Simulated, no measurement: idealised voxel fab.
Name of the process module below: voxel wiring stack
FYI the section here is cut, 190 nm wide, cells are 5 nm squares.
Cross-sections here: square-cell grids, written as top-down lists of bands, a band being one or more rows of cells.
Band entry format. Leading values: height of top, height of bottom, nm. Remainder: materials in left-to-right order, each with its width in nm. Special words: "edge to edge" on a single material, which then fills the band edge to edge; "empty", empty space.
Measure heights from 0. That's the level where, below it, the as-received wafer is all one material. The lowest band is bottomless and extends downward; write it as in "0 and below".
When a width is written as two numbers, as in "30 to 40", the first number is the width in the top row of cells of the band and the second is the width in its bottom row, and the width changes by the same amount from each row to the next.
"left unchanged" -> step changed no cross-section cell.
The list in "Completely enclosed voids" covers empty spaces of 8 cells or more that cannot reach the top through any open way, and it gives each as width x height at distance; the distance is from the left edge, and width, height and distance are in nm.
What comes after the settings on a step's line is commentary from the simulator itself on that step.
You can add "overlay nm" to a step's line. For a step with a mask, it describes how far the mask lay to the right of its planned position, and a negative number describes a lay to the left.
# Process steps - plan
| 1 | RECEIVE, material Si |
| 2 | CONFORMAL_DEP, material SiO2, thk nm 10 |
| 3 | DIRECTIONAL_DEP, material TiN, thk nm 5 |
| 4 | DIRECTIONAL_DEP, material Ru, thk nm 20 |
| 5 | PATTERN, tone cover, mask id METAL_1, material resist, width nm 20, pitch nm 45, thk nm 20, overlay nm 0 |
| 6 | DIRECTIONAL_ETCH, etch materials Ru, depth nm 20 |
| 7 | DIRECTIONAL_ETCH, etch materials TiN, depth nm 5 |
| 8 | STRIP, etch materials resist |
| 9 | CONFORMAL_DEP, material SiN, thk nm 5 |
| 10 | FILL_DEP, material SiO2, thk nm 5 |
| 11 | CMP, height nm 35 |
| 12 | CONFORMAL_DEP, material SiCN, thk nm 5 |
| 13 | DIRECTIONAL_DEP, material lowk, thk nm 35 |
| 14 | DIRECTIONAL_DEP, material aC, thk nm 10 |
| 15 | PATTERN, tone open, mask id METAL_2, material resist, width nm 20, pitch nm 45, thk nm 25, overlay nm 0 |
| 16 | DIRECTIONAL_ETCH, etch materials aC, depth nm 10 |
| 17 | STRIP, etch materials resist |
| 18 | DIRECTIONAL_ETCH, etch materials lowk, depth nm 20 |
| 19 | STRIP, etch materials aC |
| 20 | MASKED_ETCH, tone open, mask id METAL_2_HOLES, width nm 15, pitch nm 45, etch materials lowk, depth nm 15, overlay nm 0 |
| 21 | MASKED_ETCH, tone open, mask id METAL_2_HOLES, width nm 15, pitch nm 45, etch materials SiCN, depth nm 5, overlay nm 0 |
| 22 | CONFORMAL_DEP, material TiN, thk nm 5 |
| 23 | FILL_DEP, material Cu, thk nm 5 |
| 24 | CMP, height nm 75 |
| 25 | CONFORMAL_DEP, material SiN, thk nm 5 |
# Cross-section of the incoming wafer, state after step 1
* 0 and below: Si edge to edge
* Completely enclosed voids: none
# Wafer cross-section at module end: first of two, run to plan
* 80 down to 75: SiN edge to edge
* 75 down to 60: lowk: 60 / TiN: 5 / Cu: 10 / TiN: 5 / lowk: 25 / TiN: 5 / Cu: 10 / TiN: 5 / lowk: 65
* 60 down to 55: lowk: 60 / TiN: 5 / Cu: 5 / TiN: 10 / lowk: 25 / TiN: 5 / Cu: 5 / TiN: 10 / lowk: 65
* 55 down to 40: lowk: 60 / TiN: 5 / Cu: 5 / TiN: 5 / lowk: 30 / TiN: 5 / Cu: 5 / TiN: 5 / lowk: 70
* 40 down to 35: SiCN: 60 / TiN: 15 / SiCN: 30 / TiN: 15 / SiCN: 70
* 35 down to 15: SiO2: 55 / SiN: 5 / Ru: 20 / SiN: 5 / SiO2: 15 / SiN: 5 / Ru: 20 / SiN: 5 / SiO2: 60
* 15 down to 10: SiN: 60 / TiN: 20 / SiN: 25 / TiN: 20 / SiN: 65
* 10 down to 0: SiO2 edge to edge
* 0 and below: Si edge to edge
* Completely enclosed voids: none
# Wafer two (of two), end-of-module cross-section: start = wafer one, plan = wafer one, one run mistake
* 80 down to 75: SiN edge to edge
* 75 down to 60: lowk: 60 / TiN: 5 / Cu: 10 / TiN: 5 / lowk: 25 / TiN: 5 / Cu: 10 / TiN: 5 / lowk: 65
* 60 down to 55: lowk: 60 / TiN: 5 / Cu: 5 / TiN: 10 / lowk: 25 / TiN: 5 / Cu: 5 / TiN: 10 / lowk: 65
* 55 down to 40: lowk: 60 / TiN: 5 / Cu: 5 / TiN: 5 / lowk: 30 / TiN: 5 / Cu: 5 / TiN: 5 / lowk: 70
* 40 down to 35: SiCN: 60 / TiN: 15 / SiCN: 30 / TiN: 15 / SiCN: 70
* 35 down to 30: SiO2: 55 / SiN: 30 / SiO2: 15 / SiN: 30 / SiO2: 60
* 30 down to 15: SiO2: 55 / SiN: 5 / Ru: 20 / SiN: 5 / SiO2: 15 / SiN: 5 / Ru: 20 / SiN: 5 / SiO2: 60
* 15 down to 10: SiN: 60 / Ru: 20 / SiN: 25 / Ru: 20 / SiN: 65
* 10 down to 0: SiO2 edge to edge
* 0 and below: Si edge to edge
* Completely enclosed voids: none
What was the processing mistake? execution of step 3 of the plan did not take place, the step having been omitted
Per the end-of-run cell counts, the second wafer holds more or fewer of some materials than the first: +8 SiN; -8 TiN
